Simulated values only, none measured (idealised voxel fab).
Process module name: voxel gate over fins
Cross-sectional view cut (width: 250 nm; square cell size: 5 nm).
Format of a cross-section: grid, square cells. Given as bands. Order: top down. Band: one or more rows of cells.
Top, bottom (nm), then materials left to right with widths (nm); lone material tagged "full width" fills the whole band edge to edge; "empty" = empty space.
For the purposes of this specification, 0 denotes the height below which the wafer in its as-received condition is composed wholly of one material, and the lowermost band, lacking a lower limit, extends downward without end, as expressed in "0 down".
When a width is written as two numbers, as in "30..40", the first number is the width in the top row of cells of the band and the second is the width in its bottom row, and the width changes by the same amount from each row to the next.
Step marked "no modifications"? Then no cell in the cross-section changed in it.
"Enclosed cavities" - sealed voids, min. 8 cells, no opening to top; format: width x height at distance (distance from left edge; nm throughout).
Text after the settings on a step's line: the simulator's own remark on that step.
The "overlay nm" setting may appear on a step's line; for a step that uses a mask, it gives how far to the right of its planned position the mask lay, and a negative value indicates the left.

This section lists the process steps that were planned:
1: RECEIVE | material Si
2: CONFORMAL_DEP | material SiN | thk nm 5
3: PATTERN | tone cover | mask id FINS | material resist | width nm 15 | pitch nm 35 | thk nm 15 | overlay nm 0
4: DIRECTIONAL_ETCH | etch materials SiN | depth nm 5
5: DIRECTIONAL_ETCH | etch materials Si | depth nm 40
6: STRIP | etch materials resist
7: FILL_DEP | material SiO2 | thk nm 15
8: CMP | height nm 5
9: SELECTIVE_ETCH | etch materials SiO2 | depth nm 15
10: STRIP | etch materials SiN
11: CONFORMAL_DEP | material HfO2 | thk nm 5
12: CONFORMAL_DEP | material TiN | thk nm 5
13: FILL_DEP | material W | thk nm 10
14: CMP | height nm 15
15: CONFORMAL_DEP | material SiCN | thk nm 5

The first of two wafers, run as planned:

As-received state of the wafer in cross-section, equivalent to post-step 1:
* 0 down: Si full width
* Enclosed cavities: none

After step 2, in cross-section:
* 5 to 0: SiN full width
* Beneath the level 0, the cross-section is identical to its previous state.

After step 3, in cross-section:
* 20 to 5: empty 80 nm, resist 15 nm, empty 20 nm, resist 15 nm, empty 20 nm, resist 15 nm, empty 85 nm
* Beneath the level 5, the cross-section is identical to its previous state.

After step 4, in cross-section:
* 20 to 5: empty 80 nm, resist 15 nm, empty 20 nm, resist 15 nm, empty 20 nm, resist 15 nm, empty 85 nm
* 5 to 0: empty 80 nm, SiN 15 nm, empty 20 nm, SiN 15 nm, empty 20 nm, SiN 15 nm, empty 85 nm
* Beneath the level 0, the cross-section is identical to its previous state.

After step 5, in cross-section:
* 20 to 5: empty 80 nm, resist 15 nm, empty 20 nm, resist 15 nm, empty 20 nm, resist 15 nm, empty 85 nm
* 5 to 0: empty 80 nm, SiN 15 nm, empty 20 nm, SiN 15 nm, empty 20 nm, SiN 15 nm, empty 85 nm
* 0 to -40: empty 80 nm, Si 15 nm, empty 20 nm, Si 15 nm, empty 20 nm, Si 15 nm, empty 85 nm
* Beneath the level -40, the cross-section is identical to its previous state.

After step 6, in cross-section:
* 5 to 0: empty 80 nm, SiN 15 nm, empty 20 nm, SiN 15 nm, empty 20 nm, SiN 15 nm, empty 85 nm
* Beneath the level 0, the cross-section is identical to its previous state.

After step 7, in cross-section:
* 20 to 5: SiO2 full width
* 5 to 0: SiO2 80 nm, SiN 15 nm, SiO2 20 nm, SiN 15 nm, SiO2 20 nm, SiN 15 nm, SiO2 85 nm
* 0 to -40: SiO2 80 nm, Si 15 nm, SiO2 20 nm, Si 15 nm, SiO2 20 nm, Si 15 nm, SiO2 85 nm
* Beneath the level -40, the cross-section is identical to its previous state.

After step 8, in cross-section:
* 5 to 0: SiO2 80 nm, SiN 15 nm, SiO2 20 nm, SiN 15 nm, SiO2 20 nm, SiN 15 nm, SiO2 85 nm
* Beneath the level 0, the cross-section is identical to its previous state.

After step 9, in cross-section:
* 5 to 0: empty 80 nm, SiN 15 nm, empty 20 nm, SiN 15 nm, empty 20 nm, SiN 15 nm, empty 85 nm
* 0 to -10: empty 80 nm, Si 15 nm, empty 20 nm, Si 15 nm, empty 20 nm, Si 15 nm, empty 85 nm
* Beneath the level -10, the cross-section is identical to its previous state.

After step 10, in cross-section:
* 0 to -10: empty 80 nm, Si 15 nm, empty 20 nm, Si 15 nm, empty 20 nm, Si 15 nm, empty 85 nm
* Beneath the level -10, the cross-section is identical to its previous state.

After step 11, in cross-section:
* 5 to 0: empty 75 nm, HfO2 25 nm, empty 10 nm, HfO2 25 nm, empty 10 nm, HfO2 25 nm, empty 80 nm
* 0 to -5: empty 75 nm, HfO2 5 nm, Si 15 nm, HfO2 5 nm, empty 10 nm, HfO2 5 nm, Si 15 nm, HfO2 5 nm, empty 10 nm, HfO2 5 nm, Si 15 nm, HfO2 5 nm, empty 80 nm
* -5 to -10: HfO2 80 nm, Si 15 nm, HfO2 20 nm, Si 15 nm, HfO2 20 nm, Si 15 nm, HfO2 85 nm
* Beneath the level -10, the cross-section is identical to its previous state.

After step 12, in cross-section:
* 10 to 5: empty 70 nm, TiN 105 nm, empty 75 nm
* 5 to 0: empty 70 nm, TiN 5 nm, HfO2 25 nm, TiN 10 nm, HfO2 25 nm, TiN 10 nm, HfO2 25 nm, TiN 5 nm, empty 75 nm
* 0 to -5: TiN 75 nm, HfO2 5 nm, Si 15 nm, HfO2 5 nm, TiN 10 nm, HfO2 5 nm, Si 15 nm, HfO2 5 nm, TiN 10 nm, HfO2 5 nm, Si 15 nm, HfO2 5 nm, TiN 80 nm
* Beneath the level -5, the cross-section is identical to its previous state.

After step 13, in cross-section:
* 20 to 10: W full width
* 10 to 5: W 70 nm, TiN 105 nm, W 75 nm
* 5 to 0: W 70 nm, TiN 5 nm, HfO2 25 nm, TiN 10 nm, HfO2 25 nm, TiN 10 nm, HfO2 25 nm, TiN 5 nm, W 75 nm
* Beneath the level 0, the cross-section is identical to its previous state.

After step 14, in cross-section:
* 15 to 10: W full width
* Beneath the level 10, the cross-section is identical to its previous state.

After step 15, in cross-section:
* 20 to 15: SiCN full width
* Beneath the level 15, the cross-section is identical to its previous state.

The remaining wafer, second of the two, started like the first and was run to the same plan, except that one mistake was made along the way; the two coincide through step 2, inclusive:

Cross-section of the second wafer at the time by which step 3 should have been completed according to the plan:
* 20 to 5: empty 80 nm, resist 20 nm, empty 15 nm, resist 20 nm, empty 15 nm, resist 20 nm, empty 80 nm
* Beneath the level 5, the cross-section is identical to its previous state.

Cross-section of the second wafer at the time by which step 4 should have been completed according to the plan:
* 20 to 5: empty 80 nm, resist 20 nm, empty 15 nm, resist 20 nm, empty 15 nm, resist 20 nm, empty 80 nm
* 5 to 0: empty 80 nm, SiN 20 nm, empty 15 nm, SiN 20 nm, empty 15 nm, SiN 20 nm, empty 80 nm
* Beneath the level 0, the cross-section is identical to its previous state.

Cross-section of the second wafer at the time by which step 5 should have been completed according to the plan:
* 20 to 5: empty 80 nm, resist 20 nm, empty 15 nm, resist 20 nm, empty 15 nm, resist 20 nm, empty 80 nm
* 5 to 0: empty 80 nm, SiN 20 nm, empty 15 nm, SiN 20 nm, empty 15 nm, SiN 20 nm, empty 80 nm
* 0 to -40: empty 80 nm, Si 20 nm, empty 15 nm, Si 20 nm, empty 15 nm, Si 20 nm, empty 80 nm
* Beneath the level -40, the cross-section is identical to its previous state.

Cross-section of the second wafer at the time by which step 6 should have been completed according to the plan:
* 5 to 0: empty 80 nm, SiN 20 nm, empty 15 nm, SiN 20 nm, empty 15 nm, SiN 20 nm, empty 80 nm
* Beneath the level 0, the cross-section is identical to its previous state.

Cross-section of the second wafer at the time by which step 7 should have been completed according to the plan:
* 20 to 5: SiO2 full width
* 5 to 0: SiO2 80 nm, SiN 20 nm, SiO2 15 nm, SiN 20 nm, SiO2 15 nm, SiN 20 nm, SiO2 80 nm
* 0 to -40: SiO2 80 nm, Si 20 nm, SiO2 15 nm, Si 20 nm, SiO2 15 nm, Si 20 nm, SiO2 80 nm
* Beneath the level -40, the cross-section is identical to its previous state.

Cross-section of the second wafer at the time by which step 8 should have been completed according to the plan:
* 5 to 0: SiO2 80 nm, SiN 20 nm, SiO2 15 nm, SiN 20 nm, SiO2 15 nm, SiN 20 nm, SiO2 80 nm
* Beneath the level 0, the cross-section is identical to its previous state.

Cross-section of the second wafer at the time by which step 9 should have been completed according to the plan:
* 5 to 0: empty 80 nm, SiN 20 nm, empty 15 nm, SiN 20 nm, empty 15 nm, SiN 20 nm, empty 80 nm
* 0 to -10: empty 80 nm, Si 20 nm, empty 15 nm, Si 20 nm, empty 15 nm, Si 20 nm, empty 80 nm
* Beneath the level -10, the cross-section is identical to its previous state.

Cross-section of the second wafer at the time by which step 10 should have been completed according to the plan:
* 0 to -10: empty 80 nm, Si 20 nm, empty 15 nm, Si 20 nm, empty 15 nm, Si 20 nm, empty 80 nm
* Beneath the level -10, the cross-section is identical to its previous state.

Cross-section of the second wafer at the time by which step 11 should have been completed according to the plan:
* 5 to 0: empty 75 nm, HfO2 30 nm, empty 5 nm, HfO2 30 nm, empty 5 nm, HfO2 30 nm, empty 75 nm
* 0 to -5: empty 75 nm, HfO2 5 nm, Si 20 nm, HfO2 5 nm, empty 5 nm, HfO2 5 nm, Si 20 nm, HfO2 5 nm, empty 5 nm, HfO2 5 nm, Si 20 nm, HfO2 5 nm, empty 75 nm
* -5 to -10: HfO2 80 nm, Si 20 nm, HfO2 15 nm, Si 20 nm, HfO2 15 nm, Si 20 nm, HfO2 80 nm
* Beneath the level -10, the cross-section is identical to its previous state.

Cross-section of the second wafer at the time by which step 12 should have been completed according to the plan:
* 10 to 5: empty 70 nm, TiN 110 nm, empty 70 nm
* 5 to 0: empty 70 nm, TiN 5 nm, HfO2 30 nm, TiN 5 nm, HfO2 30 nm, TiN 5 nm, HfO2 30 nm, TiN 5 nm, empty 70 nm
* 0 to -5: TiN 75 nm, HfO2 5 nm, Si 20 nm, HfO2 5 nm, TiN 5 nm, HfO2 5 nm, Si 20 nm, HfO2 5 nm, TiN 5 nm, HfO2 5 nm, Si 20 nm, HfO2 5 nm, TiN 75 nm
* Beneath the level -5, the cross-section is identical to its previous state.

Cross-section of the second wafer at the time by which step 13 should have been completed according to the plan:
* 20 to 10: W full width
* 10 to 5: W 70 nm, TiN 110 nm, W 70 nm
* 5 to 0: W 70 nm, TiN 5 nm, HfO2 30 nm, TiN 5 nm, HfO2 30 nm, TiN 5 nm, HfO2 30 nm, TiN 5 nm, W 70 nm
* Beneath the level 0, the cross-section is identical to its previous state.

Cross-section of the second wafer at the time by which step 14 should have been completed according to the plan:
* 15 to 10: W full width
* Beneath the level 10, the cross-section is identical to its previous state.

Cross-section of the second wafer at the time by which step 15 should have been completed according to the plan:
* 20 to 15: SiCN full width
* Beneath the level 15, the cross-section is identical to its previous state.
What went wrong in running the wafer? off-plan run, step 3, actual operation and settings PATTERN | tone cover | mask id FINS | material resist | width nm 20 | pitch nm 35 | thk nm 15 | overlay nm 0
Final comparison by cell count, materials where the second wafer has more or fewer than the first: Si +24; SiO2 -18; TiN -4; W -2
